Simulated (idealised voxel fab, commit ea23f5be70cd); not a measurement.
Name of the process module below: voxel capacitor over wiring
Shown is cross-section cut, with a width of 190 nm and square cells of size 5 nm.
Format of a cross-section: grid, square cells. Given as bands. Order: top down. Band: one or more rows of cells. Within each band entry, the heights of the top and of the bottom of the band appear first, in that order and in nm; the materials of the band then follow from left to right, each with its corresponding width in nm. The designation "throughout" on a single material indicates that it fills the band from edge to edge; the designation "blank" indicates empty space. Basically, 0 is our baseline, since under it the wafer straight out of the box is all one material. The bottom band has no lower end and keeps on going down, so it looks like "0..down". You'd read "30->40" like this: the band's top row of cells is as wide as the first number, its bottom row is as wide as the second, and going down, every row changes width by the same amount as the row before did. Where the words "nothing altered" appear for a step, the cross-section shows no cell changed by that step; every cell remained as before. "Closed void entries": sealed empty spaces, 8 cells or more, no open way to top, listed width x height at distance, with distance from the left edge and width, height and distance in nm. Whatever follows a step's settings on its line is a remark the simulator itself makes about that step. A step line may carry the setting "overlay nm", which, for steps involving a mask, states the distance by which the mask lay to the right of its intended position; negative values denote displacement to the left. Reading key. Pairs: pre-step and post-step cross-section, one process step apart; post-step view only to lowest changed band. Step between + settings: beneath pair. Runs: pairs may be from different runs of this module, same starting wafer. Continuation from pair above: only where "Ex-ante state" entry says.

**Ex-ante state**
- 115..85 = 45 of blank; 75 of resist; 70 of blank
- 85..75 = 45 of aC; 15 of resist; 130 of aC
- 75..70 = 45 of TiN; 15 of resist; 130 of TiN
- 70..65 = 45 of TiN; 15 of aC; 130 of TiN
- 65..60 = 45 of HfO2; 15 of aC; 130 of HfO2
- 60..55 = TiN throughout
- 55..50 = 45 of SiO2; 15 of TiN; 130 of SiO2
- 50..45 = 45 of SiO2; 15 of HfO2; 130 of SiO2
- 45..40 = 45 of SiO2; 15 of TiN; 130 of SiO2
- 40..35 = SiO2 throughout
- 35..30 = SiCN throughout
- 30..15 = 30 of SiO2; 30 of W; 70 of SiO2; 30 of W; 30 of SiO2
- 15..10 = 30 of SiO2; 30 of TiN; 70 of SiO2; 30 of TiN; 30 of SiO2
- 10..0 = SiO2 throughout
- 0..down = Si throughout
- Closed void entries: none

**Result of Step**
- 105..85 = 45 of blank; 75 of resist; 70 of blank
- 85..75 = 45 of blank; 15 of resist; 60 of aC; 70 of blank
- Everything under 75 stays put, no change at all.
- Closed void entries: none
What was done to get from the before section above to the after section? DIRECTIONAL_ETCH,etch materials aC,depth nm 10

Ex-ante state: this step begins from the cross-section that the pair just above shows after its step.

**Result of Step**
- 85..75 = 60 of blank; 60 of aC; 70 of blank
- 75..70 = 45 of TiN; 15 of blank; 130 of TiN
- Everything under 70 stays put, no change at all.
- Closed void entries: none
What was done to get from the before section above to the after section? STRIP,etch materials resist

Ex-ante state: this step begins from the cross-section that the pair just above shows after its step.

**Result of Step**
- 85..75 = 60 of blank; 60 of aC; 70 of blank
- 75..70 = 60 of blank; 60 of TiN; 70 of blank
- 70..65 = 45 of blank; 15 of aC; 60 of TiN; 70 of blank
- Everything under 65 stays put, no change at all.
- Closed void entries: none
What was done to get from the before section above to the after section? DIRECTIONAL_ETCH,etch materials TiN,depth nm 10

Ex-ante state: this step begins from the cross-section that the pair just above shows after its step.

**Result of Step**
- 85..75 = 60 of blank; 60 of aC; 70 of blank
- 75..70 = 60 of blank; 60 of TiN; 70 of blank
- 70..65 = 45 of blank; 15 of aC; 60 of TiN; 70 of blank
- 65..60 = 45 of blank; 15 of aC; 60 of HfO2; 70 of blank
- Everything under 60 stays put, no change at all.
- Closed void entries: none
What was done to get from the before section above to the after section? DIRECTIONAL_ETCH,etch materials HfO2,depth nm 5

Ex-ante state: this step begins from the cross-section that the pair just above shows after its step.

**Result of Step**
- 75..65 = 60 of blank; 60 of TiN; 70 of blank
- 65..60 = 60 of blank; 60 of HfO2; 70 of blank
- Everything under 60 stays put, no change at all.
- Closed void entries: none
What was done to get from the before section above to the after section? STRIP,etch materials aC

Ex-ante state: this step begins from the cross-section that the pair just above shows after its step.

**Result of Step**
- 85..75 = 60 of blank; 60 of aC; 70 of blank
- 75..70 = 60 of blank; 60 of TiN; 70 of blank
- 70..65 = 60 of aC; 60 of TiN; 70 of aC
- 65..60 = 60 of aC; 60 of HfO2; 70 of aC
- Everything under 60 stays put, no change at all.
- Closed void entries: none
What was done to get from the before section above to the after section? DIRECTIONAL_DEP,material aC,thk nm 10

Ex-ante state: this step begins from the cross-section that the pair just above shows after its step.

**Result of Step**
- 110..85 = 40 of blank; 85 of resist; 65 of blank
- 85..75 = 40 of blank; 20 of resist; 60 of aC; 5 of resist; 65 of blank
- 75..70 = 40 of blank; 20 of resist; 60 of TiN; 5 of resist; 65 of blank
- Everything under 70 stays put, no change at all.
- Closed void entries: none
What was done to get from the before section above to the after section? PATTERN,tone cover,mask id LOWER_PLATE,material resist,width nm 85,thk nm 25,overlay nm 0

Ex-ante state: this step begins from the cross-section that the pair just above shows after its step.

**Result of Step**
- 100..85 = 40 of blank; 85 of resist; 65 of blank
- 85..75 = 40 of blank; 20 of resist; 60 of aC; 5 of resist; 65 of blank
- 75..70 = 40 of blank; 20 of resist; 60 of TiN; 5 of resist; 65 of blank
- 70..65 = 40 of blank; 20 of aC; 60 of TiN; 5 of aC; 65 of blank
- 65..60 = 40 of blank; 20 of aC; 60 of HfO2; 5 of aC; 65 of blank
- Everything under 60 stays put, no change at all.
- Closed void entries: none
What was done to get from the before section above to the after section? DIRECTIONAL_ETCH,etch materials aC,depth nm 10

Ex-ante state: this step begins from the cross-section that the pair just above shows after its step.

**Result of Step**
- 85..75 = 60 of blank; 60 of aC; 70 of blank
- 75..70 = 60 of blank; 60 of TiN; 70 of blank
- Everything under 70 stays put, no change at all.
- Closed void entries: none
What was done to get from the before section above to the after section? STRIP,etch materials resist

Ex-ante state: this step begins from the cross-section that the pair just above shows after its step.

**Result of Step**
- 85..75 = 60 of blank; 60 of aC; 70 of blank
- 75..70 = 60 of blank; 60 of TiN; 70 of blank
- 70..65 = 40 of blank; 20 of aC; 60 of TiN; 5 of aC; 65 of blank
- 65..60 = 40 of blank; 20 of aC; 60 of HfO2; 5 of aC; 65 of blank
- 60..55 = 40 of blank; 85 of TiN; 65 of blank
- Everything under 55 stays put, no change at all.
- Closed void entries: none
What was done to get from the before section above to the after section? DIRECTIONAL_ETCH,etch materials TiN,depth nm 5

Ex-ante state: this step begins from the cross-section that the pair just above shows after its step.

**Result of Step**
- 75..65 = 60 of blank; 60 of TiN; 70 of blank
- 65..60 = 60 of blank; 60 of HfO2; 70 of blank
- Everything under 60 stays put, no change at all.
- Closed void entries: none
What was done to get from the before section above to the after section? STRIP,etch materials aC

Ex-ante state: this step begins from the cross-section that the pair just above shows after its step.

**Result of Step**
- 90..75 = SiO2 throughout
- 75..65 = 60 of SiO2; 60 of TiN; 70 of SiO2
- 65..60 = 60 of SiO2; 60 of HfO2; 70 of SiO2
- 60..50 = 40->45 of SiO2; 85->15 of TiN; 65->130 of SiO2
- Everything under 50 stays put, no change at all.
- Closed void entries: none
What was done to get from the before section above to the after section? FILL_DEP,material SiO2,thk nm 15

Ex-ante state: this step begins from the cross-section that the pair just above shows after its step.

**Result of Step**
- 85..75 = SiO2 throughout
- Everything under 75 stays put, no change at all.
- Closed void entries: none
What was done to get from the before section above to the after section? CMP,height nm 85

Ex-ante state: this step begins from the cross-section that the pair just above shows after its step.

**Result of Step**
- 100..85 = aC throughout
- Everything under 85 stays put, no change at all.
- Closed void entries: none
What was done to get from the before section above to the after section? DIRECTIONAL_DEP,material aC,thk nm 15

Ex-ante state: this step begins from the cross-section that the pair just above shows after its step.

**Result of Step**
- 135..100 = 55 of resist; 15 of blank; 120 of resist
- Everything under 100 stays put, no change at all.
- Closed void entries: none
What was done to get from the before section above to the after section? PATTERN,tone open,mask id PLUG_2,material resist,width nm 15,thk nm 35,overlay nm 0

Ex-ante state: this step begins from the cross-section that the pair just above shows after its step.

**Result of Step**
- 120..100 = 55 of resist; 15 of blank; 120 of resist
- 100..85 = 55 of aC; 15 of blank; 120 of aC
- Everything under 85 stays put, no change at all.
- Closed void entries: none
What was done to get from the before section above to the after section? DIRECTIONAL_ETCH,etch materials aC,depth nm 15

Ex-ante state: this step begins from the cross-section that the pair just above shows after its step.

**Result of Step**
- 100..85 = 55 of aC; 15 of blank; 120 of aC
- Everything under 85 stays put, no change at all.
- Closed void entries: none
What was done to get from the before section above to the after section? STRIP,etch materials resist

Ex-ante state: this step begins from the cross-section that the pair just above shows after its step.

**Result of Step**
- 100..85 = 55 of aC; 15 of blank; 120 of aC
- 85..75 = 55 of SiO2; 15 of blank; 120 of SiO2
- Everything under 75 stays put, no change at all.
- Closed void entries: none
What was done to get from the before section above to the after section? DIRECTIONAL_ETCH,etch materials SiO2,depth nm 10

Ex-ante state: this step begins from the cross-section that the pair just above shows after its step.

**Result of Step**
- 85..75 = 55 of SiO2; 15 of blank; 120 of SiO2
- Everything under 75 stays put, no change at all.
- Closed void entries: none
What was done to get from the before section above to the after section? STRIP,etch materials aC

Ex-ante state: this step begins from the cross-section that the pair just above shows after its step.

**Result of Step**
- 90..85 = 60 of TiN; 5 of blank; 125 of TiN
- 85..80 = 55 of SiO2; 5 of TiN; 5 of blank; 5 of TiN; 120 of SiO2
- 80..75 = 55 of SiO2; 15 of TiN; 120 of SiO2
- Everything under 75 stays put, no change at all.
- Closed void entries: none
What was done to get from the before section above to the after section? CONFORMAL_DEP,material TiN,thk nm 5

Ex-ante state: this step begins from the cross-section that the pair just above shows after its step.

**Result of Step**
- 95..90 = Ru throughout
- 90..85 = 60 of TiN; 5 of Ru; 125 of TiN
- 85..80 = 55 of SiO2; 5 of TiN; 5 of Ru; 5 of TiN; 120 of SiO2
- Everything under 80 stays put, no change at all.
- Closed void entries: none
What was done to get from the before section above to the after section? FILL_DEP,material Ru,thk nm 5

Ex-ante state: this step begins from the cross-section that the pair just above shows after its step.

**Result of Step**
- 85..80 = 55 of SiO2; 5 of TiN; 5 of Ru; 5 of TiN; 120 of SiO2
- Everything under 80 stays put, no change at all.
- Closed void entries: none
What was done to get from the before section above to the after section? CMP,height nm 85

Ex-ante state: this step begins from the cross-section that the pair just above shows after its step.

**Result of Step**
- 90..85 = SiN throughout
- Everything under 85 stays put, no change at all.
- Closed void entries: none
What was done to get from the before section above to the after section? CONFORMAL_DEP,material SiN,thk nm 5

**Ex-ante state**
- 85..75 = 45 of blank; 75 of aC; 70 of blank
- 75..70 = 45 of blank; 75 of TiN; 70 of blank
- 70..65 = 45 of aC; 75 of TiN; 70 of aC
- 65..60 = 45 of aC; 75 of HfO2; 70 of aC
- 60..55 = TiN throughout
- 55..35 = 45 of SiO2; 15 of Ru; 130 of SiO2
- 35..30 = 45 of SiCN; 15 of Ru; 130 of SiCN
- 30..15 = 30 of SiO2; 30 of W; 70 of SiO2; 30 of W; 30 of SiO2
- 15..10 = 30 of SiO2; 30 of TiN; 70 of SiO2; 30 of TiN; 30 of SiO2
- 10..0 = SiO2 throughout
- 0..down = Si throughout
- Closed void entries: none

**Result of Step**
- 110..85 = 40 of blank; 90 of resist; 60 of blank
- 85..75 = 40 of blank; 5 of resist; 75 of aC; 10 of resist; 60 of blank
- 75..70 = 40 of blank; 5 of resist; 75 of TiN; 10 of resist; 60 of blank
- Everything under 70 stays put, no change at all.
- Closed void entries: none
What was done to get from the before section above to the after section? PATTERN,tone cover,mask id LOWER_PLATE,material resist,width nm 90,thk nm 25,overlay nm 0

Ex-ante state: this step begins from the cross-section that the pair just above shows after its step.

**Result of Step**
- 100..85 = 40 of blank; 90 of resist; 60 of blank
- 85..75 = 40 of blank; 5 of resist; 75 of aC; 10 of resist; 60 of blank
- 75..70 = 40 of blank; 5 of resist; 75 of TiN; 10 of resist; 60 of blank
- 70..65 = 40 of blank; 5 of aC; 75 of TiN; 10 of aC; 60 of blank
- 65..60 = 40 of blank; 5 of aC; 75 of HfO2; 10 of aC; 60 of blank
- Everything under 60 stays put, no change at all.
- Closed void entries: none
What was done to get from the before section above to the after section? DIRECTIONAL_ETCH,etch materials aC,depth nm 10

Ex-ante state: this step begins from the cross-section that the pair just above shows after its step.

**Result of Step**
- 85..75 = 45 of blank; 75 of aC; 70 of blank
- 75..70 = 45 of blank; 75 of TiN; 70 of blank
- Everything under 70 stays put, no change at all.
- Closed void entries: none
What was done to get from the before section above to the after section? STRIP,etch materials resist

Ex-ante state: this step begins from the cross-section that the pair just above shows after its step.

**Result of Step**
- 85..75 = 45 of blank; 75 of aC; 70 of blank
- 75..70 = 45 of blank; 75 of TiN; 70 of blank
- 70..65 = 40 of blank; 5 of aC; 75 of TiN; 10 of aC; 60 of blank
- 65..60 = 40 of blank; 5 of aC; 75 of HfO2; 10 of aC; 60 of blank
- 60..55 = 40 of blank; 90 of TiN; 60 of blank
- Everything under 55 stays put, no change at all.
- Closed void entries: none
What was done to get from the before section above to the after section? DIRECTIONAL_ETCH,etch materials TiN,depth nm 5

Ex-ante state: this step begins from the cross-section that the pair just above shows after its step.

**Result of Step**
- 75..65 = 45 of blank; 75 of TiN; 70 of blank
- 65..60 = 45 of blank; 75 of HfO2; 70 of blank
- Everything under 60 stays put, no change at all.
- Closed void entries: none
What was done to get from the before section above to the after section? STRIP,etch materials aC

Ex-ante state: this step begins from the cross-section that the pair just above shows after its step.

**Result of Step**
- 90..75 = SiO2 throughout
- 75..65 = 45 of SiO2; 75 of TiN; 70 of SiO2
- 65..60 = 45 of SiO2; 75 of HfO2; 70 of SiO2
- 60..55 = 40 of SiO2; 90 of TiN; 60 of SiO2
- Everything under 55 stays put, no change at all.
- Closed void entries: none
What was done to get from the before section above to the after section? FILL_DEP,material SiO2,thk nm 15

Ex-ante state: this step begins from the cross-section that the pair just above shows after its step.

**Result of Step**
- 85..75 = SiO2 throughout
- Everything under 75 stays put, no change at all.
- Closed void entries: none
What was done to get from the before section above to the after section? CMP,height nm 85

Ex-ante state: this step begins from the cross-section that the pair just above shows after its step.

**Result of Step**
- 100..85 = aC throughout
- Everything under 85 stays put, no change at all.
- Closed void entries: none
What was done to get from the before section above to the after section? DIRECTIONAL_DEP,material aC,thk nm 15

Ex-ante state: this step begins from the cross-section that the pair just above shows after its step.

**Result of Step**
- 135..100 = 55 of resist; 15 of blank; 120 of resist
- Everything under 100 stays put, no change at all.
- Closed void entries: none
What was done to get from the before section above to the after section? PATTERN,tone open,mask id PLUG_2,material resist,width nm 15,thk nm 35,overlay nm 0

Ex-ante state: this step begins from the cross-section that the pair just above shows after its step.

**Result of Step**
- 120..100 = 55 of resist; 15 of blank; 120 of resist
- 100..85 = 55 of aC; 15 of blank; 120 of aC
- Everything under 85 stays put, no change at all.
- Closed void entries: none
What was done to get from the before section above to the after section? DIRECTIONAL_ETCH,etch materials aC,depth nm 15

Ex-ante state: this step begins from the cross-section that the pair just above shows after its step.

**Result of Step**
- 100..85 = 55 of aC; 15 of blank; 120 of aC
- Everything under 85 stays put, no change at all.
- Closed void entries: none
What was done to get from the before section above to the after section? STRIP,etch materials resist

Ex-ante state: this step begins from the cross-section that the pair just above shows after its step.

**Result of Step**
- 100..85 = 55 of aC; 15 of blank; 120 of aC
- 85..75 = 55 of SiO2; 15 of blank; 120 of SiO2
- Everything under 75 stays put, no change at all.
- Closed void entries: none
What was done to get from the before section above to the after section? DIRECTIONAL_ETCH,etch materials SiO2,depth nm 10

Ex-ante state: this step begins from the cross-section that the pair just above shows after its step.

**Result of Step**
- 85..75 = 55 of SiO2; 15 of blank; 120 of SiO2
- Everything under 75 stays put, no change at all.
- Closed void entries: none
What was done to get from the before section above to the after section? STRIP,etch materials aC

Ex-ante state: this step begins from the cross-section that the pair just above shows after its step.

**Result of Step**
- 90..85 = 60 of TiN; 5 of blank; 125 of TiN
- 85..80 = 55 of SiO2; 5 of TiN; 5 of blank; 5 of TiN; 120 of SiO2
- 80..75 = 55 of SiO2; 15 of TiN; 120 of SiO2
- Everything under 75 stays put, no change at all.
- Closed void entries: none
What was done to get from the before section above to the after section? CONFORMAL_DEP,material TiN,thk nm 5

Ex-ante state: this step begins from the cross-section that the pair just above shows after its step.

**Result of Step**
- 95..90 = Ru throughout
- 90..85 = 60 of TiN; 5 of Ru; 125 of TiN
- 85..80 = 55 of SiO2; 5 of TiN; 5 of Ru; 5 of TiN; 120 of SiO2
- Everything under 80 stays put, no change at all.
- Closed void entries: none
What was done to get from the before section above to the after section? FILL_DEP,material Ru,thk nm 5

Ex-ante state: this step begins from the cross-section that the pair just above shows after its step.

**Result of Step**
- 85..80 = 55 of SiO2; 5 of TiN; 5 of Ru; 5 of TiN; 120 of SiO2
- Everything under 80 stays put, no change at all.
- Closed void entries: none
What was done to get from the before section above to the after section? CMP,height nm 85

Ex-ante state: this step begins from the cross-section that the pair just above shows after its step.

**Result of Step**
- 90..85 = SiN throughout
- Everything under 85 stays put, no change at all.
- Closed void entries: none
What was done to get from the before section above to the after section? CONFORMAL_DEP,material SiN,thk nm 5

**Ex-ante state**
- 100..85 = aC throughout
- 85..75 = SiO2 throughout
- 75..65 = 45 of SiO2; 75 of TiN; 70 of SiO2
- 65..60 = 45 of SiO2; 75 of HfO2; 70 of SiO2
- 60..55 = 40 of SiO2; 85 of TiN; 65 of SiO2
- 55..35 = 45 of SiO2; 15 of Ru; 130 of SiO2
- 35..30 = 45 of SiCN; 15 of Ru; 130 of SiCN
- 30..15 = 30 of SiO2; 30 of W; 70 of SiO2; 30 of W; 30 of SiO2
- 15..10 = 30 of SiO2; 30 of TiN; 70 of SiO2; 30 of TiN; 30 of SiO2
- 10..0 = SiO2 throughout
- 0..down = Si throughout
- Closed void entries: none

**Result of Step**
- 135..100 = 65 of resist; 15 of blank; 110 of resist
- Everything under 100 stays put, no change at all.
- Closed void entries: none
What was done to get from the before section above to the after section? PATTERN,tone open,mask id PLUG_2,material resist,width nm 15,thk nm 35,overlay nm 10

Ex-ante state: this step begins from the cross-section that the pair just above shows after its step.

**Result of Step**
- 120..100 = 65 of resist; 15 of blank; 110 of resist
- 100..85 = 65 of aC; 15 of blank; 110 of aC
- Everything under 85 stays put, no change at all.
- Closed void entries: none
What was done to get from the before section above to the after section? DIRECTIONAL_ETCH,etch materials aC,depth nm 15

Ex-ante state: this step begins from the cross-section that the pair just above shows after its step.

**Result of Step**
- 100..85 = 65 of aC; 15 of blank; 110 of aC
- Everything under 85 stays put, no change at all.
- Closed void entries: none
What was done to get from the before section above to the after section? STRIP,etch materials resist

Ex-ante state: this step begins from the cross-section that the pair just above shows after its step.

**Result of Step**
- 100..85 = 65 of aC; 15 of blank; 110 of aC
- 85..75 = 65 of SiO2; 15 of blank; 110 of SiO2
- Everything under 75 stays put, no change at all.
- Closed void entries: none
What was done to get from the before section above to the after section? DIRECTIONAL_ETCH,etch materials SiO2,depth nm 10

Ex-ante state: this step begins from the cross-section that the pair just above shows after its step.

**Result of Step**
- 85..75 = 65 of SiO2; 15 of blank; 110 of SiO2
- Everything under 75 stays put, no change at all.
- Closed void entries: none
What was done to get from the before section above to the after section? STRIP,etch materials aC

Ex-ante state: this step begins from the cross-section that the pair just above shows after its step.

**Result of Step**
- 90..85 = 70 of TiN; 5 of blank; 115 of TiN
- 85..80 = 65 of SiO2; 5 of TiN; 5 of blank; 5 of TiN; 110 of SiO2
- 80..75 = 65 of SiO2; 15 of TiN; 110 of SiO2
- Everything under 75 stays put, no change at all.
- Closed void entries: none
What was done to get from the before section above to the after section? CONFORMAL_DEP,material TiN,thk nm 5

Ex-ante state: this step begins from the cross-section that the pair just above shows after its step.

**Result of Step**
- 95..90 = Ru throughout
- 90..85 = 70 of TiN; 5 of Ru; 115 of TiN
- 85..80 = 65 of SiO2; 5 of TiN; 5 of Ru; 5 of TiN; 110 of SiO2
- Everything under 80 stays put, no change at all.
- Closed void entries: none
What was done to get from the before section above to the after section? FILL_DEP,material Ru,thk nm 5

Ex-ante state: this step begins from the cross-section that the pair just above shows after its step.

**Result of Step**
- 85..80 = 65 of SiO2; 5 of TiN; 5 of Ru; 5 of TiN; 110 of SiO2
- Everything under 80 stays put, no change at all.
- Closed void entries: none
What was done to get from the before section above to the after section? CMP,height nm 85

Ex-ante state: this step begins from the cross-section that the pair just above shows after its step.

**Result of Step**
- 90..85 = SiN throughout
- Everything under 85 stays put, no change at all.
- Closed void entries: none
What was done to get from the before section above to the after section? CONFORMAL_DEP,material SiN,thk nm 5

**Ex-ante state**
- 75..65 = 45 of blank; 75 of TiN; 70 of blank
- 65..60 = 45 of blank; 75 of HfO2; 70 of blank
- 60..55 = 40 of blank; 85 of TiN; 65 of blank
- 55..35 = 45 of SiO2; 15 of Ru; 130 of SiO2
- 35..30 = 45 of SiCN; 15 of Ru; 130 of SiCN
- 30..15 = 30 of SiO2; 30 of W; 70 of SiO2; 30 of W; 30 of SiO2
- 15..10 = 30 of SiO2; 30 of TiN; 70 of SiO2; 30 of TiN; 30 of SiO2
- 10..0 = SiO2 throughout
- 0..down = Si throughout
- Closed void entries: none

**Result of Step**
- 90..75 = aC throughout
- 75..65 = 45 of aC; 75 of TiN; 70 of aC
- 65..60 = 45 of aC; 75 of HfO2; 70 of aC
- 60..55 = 40 of aC; 85 of TiN; 65 of aC
- Everything under 55 stays put, no change at all.
- Closed void entries: none
What was done to get from the before section above to the after section? FILL_DEP,material aC,thk nm 15

Ex-ante state: this step begins from the cross-section that the pair just above shows after its step.

**Result of Step**
- 85..75 = aC throughout
- Everything under 75 stays put, no change at all.
- Closed void entries: none
What was done to get from the before section above to the after section? CMP,height nm 85

Ex-ante state: this step begins from the cross-section that the pair just above shows after its step.

**Result of Step**
- 100..75 = aC throughout
- Everything under 75 stays put, no change at all.
- Closed void entries: none
What was done to get from the before section above to the after section? DIRECTIONAL_DEP,material aC,thk nm 15

Ex-ante state: this step begins from the cross-section that the pair just above shows after its step.

**Result of Step**
- 135..100 = 55 of resist; 15 of blank; 120 of resist
- Everything under 100 stays put, no change at all.
- Closed void entries: none
What was done to get from the before section above to the after section? PATTERN,tone open,mask id PLUG_2,material resist,width nm 15,thk nm 35,overlay nm 0

Ex-ante state: this step begins from the cross-section that the pair just above shows after its step.

**Result of Step**
- 120..100 = 55 of resist; 15 of blank; 120 of resist
- 100..85 = 55 of aC; 15 of blank; 120 of aC
- Everything under 85 stays put, no change at all.
- Closed void entries: none
What was done to get from the before section above to the after section? DIRECTIONAL_ETCH,etch materials aC,depth nm 15

Ex-ante state: this step begins from the cross-section that the pair just above shows after its step.

**Result of Step**
- 100..85 = 55 of aC; 15 of blank; 120 of aC
- Everything under 85 stays put, no change at all.
- Closed void entries: none
What was done to get from the before section above to the after section? STRIP,etch materials resist

Ex-ante state: this step begins from the cross-section that the pair just above shows after its step.

**Result of Step**
- 75..65 = 45 of blank; 75 of TiN; 70 of blank
- 65..60 = 45 of blank; 75 of HfO2; 70 of blank
- 60..55 = 40 of blank; 85 of TiN; 65 of blank
- Everything under 55 stays put, no change at all.
- Closed void entries: none
What was done to get from the before section above to the after section? STRIP,etch materials aC

Ex-ante state: this step begins from the cross-section that the pair just above shows after its step.

**Result of Step**
- 80..65 = 40 of blank; 85 of TiN; 65 of blank
- 65..60 = 35 of blank; 10 of TiN; 75 of HfO2; 10 of TiN; 60 of blank
- 60..55 = TiN throughout
- Everything under 55 stays put, no change at all.
- Closed void entries: none
What was done to get from the before section above to the after section? CONFORMAL_DEP,material TiN,thk nm 5

Ex-ante state: this step begins from the cross-section that the pair just above shows after its step.

**Result of Step**
- 85..80 = Ru throughout
- 80..65 = 40 of Ru; 85 of TiN; 65 of Ru
- 65..60 = 35 of Ru; 10 of TiN; 75 of HfO2; 10 of TiN; 60 of Ru
- Everything under 60 stays put, no change at all.
- Closed void entries: none
What was done to get from the before section above to the after section? FILL_DEP,material Ru,thk nm 5

Ex-ante state: this step begins from the cross-section that the pair just above shows after its step.

**Result of Step**
- 90..85 = SiN throughout
- Everything under 85 stays put, no change at all.
- Closed void entries: none
What was done to get from the before section above to the after section? CONFORMAL_DEP,material SiN,thk nm 5

**Ex-ante state**
- 55..35 = SiO2 throughout
- 35..30 = SiCN throughout
- 30..15 = 30 of SiO2; 30 of W; 70 of SiO2; 30 of W; 30 of SiO2
- 15..10 = 30 of SiO2; 30 of TiN; 70 of SiO2; 30 of TiN; 30 of SiO2
- 10..0 = SiO2 throughout
- 0..down = Si throughout
- Closed void entries: none

**Result of Step**
- 70..55 = 45 of blank; 15 of resist; 130 of blank
- Everything under 55 stays put, no change at all.
- Closed void entries: none
What was done to get from the before section above to the after section? PATTERN,tone cover,mask id PLUG_1,material resist,width nm 15,thk nm 15,overlay nm 0

Ex-ante state: this step begins from the cross-section that the pair just above shows after its step.

**Result of Step**
- 70..55 = 45 of blank; 15 of resist; 130 of blank
- 55..35 = 45 of blank; 15 of SiO2; 130 of blank
- Everything under 35 stays put, no change at all.
- Closed void entries: none
What was done to get from the before section above to the after section? DIRECTIONAL_ETCH,etch materials SiO2,depth nm 20

Ex-ante state: this step begins from the cross-section that the pair just above shows after its step.

**Result of Step**
- 70..55 = 45 of blank; 15 of resist; 130 of blank
- 55..35 = 45 of blank; 15 of SiO2; 130 of blank
- 35..30 = 45 of blank; 15 of SiCN; 130 of blank
- Everything under 30 stays put, no change at all.
- Closed void entries: none
What was done to get from the before section above to the after section? DIRECTIONAL_ETCH,etch materials SiCN,depth nm 5

Ex-ante state: this step begins from the cross-section that the pair just above shows after its step.

**Result of Step**
- 55..35 = 45 of blank; 15 of SiO2; 130 of blank
- Everything under 35 stays put, no change at all.
- Closed void entries: none
What was done to get from the before section above to the after section? STRIP,etch materials resist

Ex-ante state: this step begins from the cross-section that the pair just above shows after its step.

**Result of Step**
- 55..40 = 45 of blank; 15 of SiO2; 130 of blank
- 40..35 = 20 of blank; 25 of Ru; 15 of SiO2; 60 of blank; 50 of Ru; 20 of blank
- 35..30 = 20 of blank; 25 of Ru; 15 of SiCN; 60 of blank; 50 of Ru; 20 of blank
- Everything under 30 stays put, no change at all.
- Closed void entries: none
What was done to get from the before section above to the after section? EPI,material Ru,thk nm 10

Ex-ante state: this step begins from the cross-section that the pair just above shows after its step.

**Result of Step**
- 55..50 = 45 of blank; 15 of SiO2; 130 of blank
- 50..35 = 10 of blank; 35 of Ru; 15 of SiO2; 50 of blank; 70 of Ru; 10 of blank
- 35..30 = 10 of blank; 35 of Ru; 15 of SiCN; 50 of blank; 70 of Ru; 10 of blank
- Everything under 30 stays put, no change at all.
- Closed void entries: none
What was done to get from the before section above to the after section? EPI,material Ru,thk nm 10

Ex-ante state: this step begins from the cross-section that the pair just above shows after its step.

**Result of Step**
- 55..35 = 5 of blank; 40 of Ru; 15 of SiO2; 45 of blank; 80 of Ru; 5 of blank
- 35..30 = 5 of blank; 40 of Ru; 15 of SiCN; 45 of blank; 80 of Ru; 5 of blank
- Everything under 30 stays put, no change at all.
- Closed void entries: none
What was done to get from the before section above to the after section? EPI,material Ru,thk nm 5

Ex-ante state: this step begins from the cross-section that the pair just above shows after its step.

**Result of Step**
- 60..55 = 5 of blank; 55 of TiN; 45 of blank; 80 of TiN; 5 of blank
- 55..35 = 5 of blank; 40 of Ru; 15 of SiO2; 45 of blank; 80 of Ru; 5 of blank
- 35..30 = 5 of TiN; 40 of Ru; 15 of SiCN; 45 of TiN; 80 of Ru; 5 of TiN
- Everything under 30 stays put, no change at all.
- Closed void entries: none
What was done to get from the before section above to the after section? DIRECTIONAL_DEP,material TiN,thk nm 5

Ex-ante state: this step begins from the cross-section that the pair just above shows after its step.

**Result of Step**
- 65..60 = 5 of blank; 55 of HfO2; 45 of blank; 80 of HfO2; 5 of blank
- 60..55 = 5 of blank; 55 of TiN; 45 of blank; 80 of TiN; 5 of blank
- 55..40 = 5 of blank; 40 of Ru; 15 of SiO2; 45 of blank; 80 of Ru; 5 of blank
- 40..35 = 5 of HfO2; 40 of Ru; 15 of SiO2; 45 of HfO2; 80 of Ru; 5 of HfO2
- Everything under 35 stays put, no change at all.
- Closed void entries: none
What was done to get from the before section above to the after section? DIRECTIONAL_DEP,material HfO2,thk nm 5

Ex-ante state: this step begins from the cross-section that the pair just above shows after its step.

**Result of Step**
- 75..65 = 5 of blank; 55 of TiN; 45 of blank; 80 of TiN; 5 of blank
- 65..60 = 5 of blank; 55 of HfO2; 45 of blank; 80 of HfO2; 5 of blank
- 60..55 = 5 of blank; 55 of TiN; 45 of blank; 80 of TiN; 5 of blank
- 55..50 = 5 of blank; 40 of Ru; 15 of SiO2; 45 of blank; 80 of Ru; 5 of blank
- 50..40 = 5 of TiN; 40 of Ru; 15 of SiO2; 45 of TiN; 80 of Ru; 5 of TiN
- Everything under 40 stays put, no change at all.
- Closed void entries: none
What was done to get from the before section above to the after section? DIRECTIONAL_DEP,material TiN,thk nm 10

Ex-ante state: this step begins from the cross-section that the pair just above shows after its step.

**Result of Step**
- 85..75 = 5 of blank; 55 of aC; 45 of blank; 80 of aC; 5 of blank
- 75..65 = 5 of blank; 55 of TiN; 45 of blank; 80 of TiN; 5 of blank
- 65..60 = 5 of blank; 55 of HfO2; 45 of blank; 80 of HfO2; 5 of blank
- 60..55 = 5 of aC; 55 of TiN; 45 of aC; 80 of TiN; 5 of aC
- 55..50 = 5 of aC; 40 of Ru; 15 of SiO2; 45 of aC; 80 of Ru; 5 of aC
- Everything under 50 stays put, no change at all.
- Closed void entries: none
What was done to get from the before section above to the after section? DIRECTIONAL_DEP,material aC,thk nm 10

Ex-ante state: this step begins from the cross-section that the pair just above shows after its step.

**Result of Step**
- 115..85 = 45 of blank; 75 of resist; 70 of blank
- 85..75 = 5 of blank; 55 of aC; 45 of resist; 80 of aC; 5 of blank
- 75..65 = 5 of blank; 55 of TiN; 45 of resist; 80 of TiN; 5 of blank
- 65..60 = 5 of blank; 55 of HfO2; 45 of resist; 80 of HfO2; 5 of blank
- Everything under 60 stays put, no change at all.
- Closed void entries: none
What was done to get from the before section above to the after section? PATTERN,tone cover,mask id UPPER_PLATE,material resist,width nm 75,thk nm 30,overlay nm 0
